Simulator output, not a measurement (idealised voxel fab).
The document below concerns the process module designated voxel gate over fins.
Section cut is 145 nm wide and gridded with 5 nm square cells.
How to read a cross-section here: the picture is a grid of square cells, written as bands going from the top down, and any band can span one or more rows of cells.
Top height, bottom height, nm. Materials left to right, width each, nm. Single material + "everywhere" = fills band edge to edge. "empty" = empty.
Heads up on the height convention: 0 is the point under which the incoming wafer is all one material, and the lowest band has no bottom, it just keeps going down, like "from 0 down".
Width spec "30->40" -> top row of cells at first value, bottom row at second value, equal per-row change in between.
It should be understood that the words "identical to before", when stated for a given step, signify that the cross-section underwent no change in any of its cells during that step.
The entry titled "Fully sealed voids" provides the empty spaces that have no open way to the top, restricted to those of 8 cells or more. Each is presented as width x height at distance, the distance being measured from the left edge, with all three in nm.
Heads up: the bit after the settings on a step's line is the simulator's remark on that step.
overlay nm: where the mask lay relative to plan, measured to the right, on steps with a mask; negatives go left.

Below is the list of planned process steps
| 1 | RECEIVE [material Si] |
| 2 | CONFORMAL_DEP [material SiN] [thk nm 10] |
| 3 | PATTERN [tone cover] [mask id FINS] [material resist] [width nm 15] [pitch nm 35] [thk nm 15] [overlay nm 0] |
| 4 | DIRECTIONAL_ETCH [etch materials SiN] [depth nm 10] |
| 5 | DIRECTIONAL_ETCH [etch materials Si] [depth nm 40] |
| 6 | STRIP [etch materials resist] |
| 7 | FILL_DEP [material SiO2] [thk nm 5] |
| 8 | CMP [height nm 10] |
| 9 | SELECTIVE_ETCH [etch materials SiO2] [depth nm 25] |
| 10 | STRIP [etch materials SiN] |
| 11 | CONFORMAL_DEP [material HfO2] [thk nm 5] |
| 12 | CONFORMAL_DEP [material TiN] [thk nm 5] |
| 13 | CONFORMAL_DEP [material TiAl] [thk nm 5] |
| 14 | CONFORMAL_DEP [material TiN] [thk nm 5] |
| 15 | FILL_DEP [material W] [thk nm 10] |
| 16 | CMP [height nm 25] |
| 17 | CONFORMAL_DEP [material SiCN] [thk nm 5] |

First of two wafers: run as planned

Here's what the wafer looked like in cross-section when it arrived - that's after step 1
    from 0 down: Si everywhere
    Fully sealed voids: none

Cross-section of the wafer subsequent to step 2
    from 10 to 0: SiN everywhere
    Below a height of 0, the structure has not been altered.

Cross-section of the wafer subsequent to step 3
    from 25 to 10: 45 empty, then 15 resist, then 20 empty, then 15 resist, then 50 empty
    Below a height of 10, the structure has not been altered.

Cross-section of the wafer subsequent to step 4
    from 25 to 10: 45 empty, then 15 resist, then 20 empty, then 15 resist, then 50 empty
    from 10 to 0: 45 empty, then 15 SiN, then 20 empty, then 15 SiN, then 50 empty
    Below a height of 0, the structure has not been altered.

Cross-section of the wafer subsequent to step 5
    from 25 to 10: 45 empty, then 15 resist, then 20 empty, then 15 resist, then 50 empty
    from 10 to 0: 45 empty, then 15 SiN, then 20 empty, then 15 SiN, then 50 empty
    from 0 to -40: 45 empty, then 15 Si, then 20 empty, then 15 Si, then 50 empty
    Below a height of -40, the structure has not been altered.

Cross-section of the wafer subsequent to step 6
    from 10 to 0: 45 empty, then 15 SiN, then 20 empty, then 15 SiN, then 50 empty
    Below a height of 0, the structure has not been altered.

Cross-section of the wafer subsequent to step 7
    from 15 to 10: SiO2 everywhere
    from 10 to 0: 45 SiO2, then 15 SiN, then 20 SiO2, then 15 SiN, then 50 SiO2
    from 0 to -40: 45 SiO2, then 15 Si, then 20 SiO2, then 15 Si, then 50 SiO2
    Below a height of -40, the structure has not been altered.

Cross-section of the wafer subsequent to step 8
    from 10 to 0: 45 SiO2, then 15 SiN, then 20 SiO2, then 15 SiN, then 50 SiO2
    Below a height of 0, the structure has not been altered.

Cross-section of the wafer subsequent to step 9
    from 10 to 0: 45 empty, then 15 SiN, then 20 empty, then 15 SiN, then 50 empty
    from 0 to -15: 45 empty, then 15 Si, then 20 empty, then 15 Si, then 50 empty
    Below a height of -15, the structure has not been altered.

Cross-section of the wafer subsequent to step 10
    from 0 to -15: 45 empty, then 15 Si, then 20 empty, then 15 Si, then 50 empty
    Below a height of -15, the structure has not been altered.

Cross-section of the wafer subsequent to step 11
    from 5 to 0: 40 empty, then 25 HfO2, then 10 empty, then 25 HfO2, then 45 empty
    from 0 to -10: 40 empty, then 5 HfO2, then 15 Si, then 5 HfO2, then 10 empty, then 5 HfO2, then 15 Si, then 5 HfO2, then 45 empty
    from -10 to -15: 45 HfO2, then 15 Si, then 20 HfO2, then 15 Si, then 50 HfO2
    Below a height of -15, the structure has not been altered.

Cross-section of the wafer subsequent to step 12
    from 10 to 5: 35 empty, then 70 TiN, then 40 empty
    from 5 to 0: 35 empty, then 5 TiN, then 25 HfO2, then 10 TiN, then 25 HfO2, then 5 TiN, then 40 empty
    from 0 to -5: 35 empty, then 5 TiN, then 5 HfO2, then 15 Si, then 5 HfO2, then 10 TiN, then 5 HfO2, then 15 Si, then 5 HfO2, then 5 TiN, then 40 empty
    from -5 to -10: 40 TiN, then 5 HfO2, then 15 Si, then 5 HfO2, then 10 TiN, then 5 HfO2, then 15 Si, then 5 HfO2, then 45 TiN
    Below a height of -10, the structure has not been altered.

Cross-section of the wafer subsequent to step 13
    from 15 to 10: 30 empty, then 80 TiAl, then 35 empty
    from 10 to 5: 30 empty, then 5 TiAl, then 70 TiN, then 5 TiAl, then 35 empty
    from 5 to 0: 30 empty, then 5 TiAl, then 5 TiN, then 25 HfO2, then 10 TiN, then 25 HfO2, then 5 TiN, then 5 TiAl, then 35 empty
    from 0 to -5: 35 TiAl, then 5 TiN, then 5 HfO2, then 15 Si, then 5 HfO2, then 10 TiN, then 5 HfO2, then 15 Si, then 5 HfO2, then 5 TiN, then 40 TiAl
    Below a height of -5, the structure has not been altered.

Cross-section of the wafer subsequent to step 14
    from 20 to 15: 25 empty, then 90 TiN, then 30 empty
    from 15 to 10: 25 empty, then 5 TiN, then 80 TiAl, then 5 TiN, then 30 empty
    from 10 to 5: 25 empty, then 5 TiN, then 5 TiAl, then 70 TiN, then 5 TiAl, then 5 TiN, then 30 empty
    from 5 to 0: 30 TiN, then 5 TiAl, then 5 TiN, then 25 HfO2, then 10 TiN, then 25 HfO2, then 5 TiN, then 5 TiAl, then 35 TiN
    Below a height of 0, the structure has not been altered.

Cross-section of the wafer subsequent to step 15
    from 30 to 20: W everywhere
    from 20 to 15: 25 W, then 90 TiN, then 30 W
    from 15 to 10: 25 W, then 5 TiN, then 80 TiAl, then 5 TiN, then 30 W
    from 10 to 5: 25 W, then 5 TiN, then 5 TiAl, then 70 TiN, then 5 TiAl, then 5 TiN, then 30 W
    Below a height of 5, the structure has not been altered.

Cross-section of the wafer subsequent to step 16
    from 25 to 20: W everywhere
    Below a height of 20, the structure has not been altered.

Cross-section of the wafer subsequent to step 17
    from 30 to 25: SiCN everywhere
    Below a height of 25, the structure has not been altered.

Second wafer, same starting state and plan as the first, one mistake in the run, identical through step 12

Look at the second wafer in cross-section at the time step 13 ought to have finished: identical to before

Look at the second wafer in cross-section at the time step 14 ought to have finished
    from 15 to 5: 30 empty, then 80 TiN, then 35 empty
    from 5 to 0: 30 empty, then 10 TiN, then 25 HfO2, then 10 TiN, then 25 HfO2, then 10 TiN, then 35 empty
    from 0 to -10: 40 TiN, then 5 HfO2, then 15 Si, then 5 HfO2, then 10 TiN, then 5 HfO2, then 15 Si, then 5 HfO2, then 45 TiN
    Below a height of -10, the structure has not been altered.

Look at the second wafer in cross-section at the time step 15 ought to have finished
    from 25 to 15: W everywhere
    from 15 to 5: 30 W, then 80 TiN, then 35 W
    from 5 to 0: 30 W, then 10 TiN, then 25 HfO2, then 10 TiN, then 25 HfO2, then 10 TiN, then 35 W
    Below a height of 0, the structure has not been altered.

Look at the second wafer in cross-section at the time step 16 ought to have finished: identical to before

Look at the second wafer in cross-section at the time step 17 ought to have finished
    from 30 to 25: SiCN everywhere
    Below a height of 25, the structure has not been altered.
What went wrong in running the wafer? step 13 from the plan never happened, it was just skipped
Once processing is complete, comparing cell counts shows that the second wafer has more or fewer of certain materials than the first: -35 TiAl; +35 W
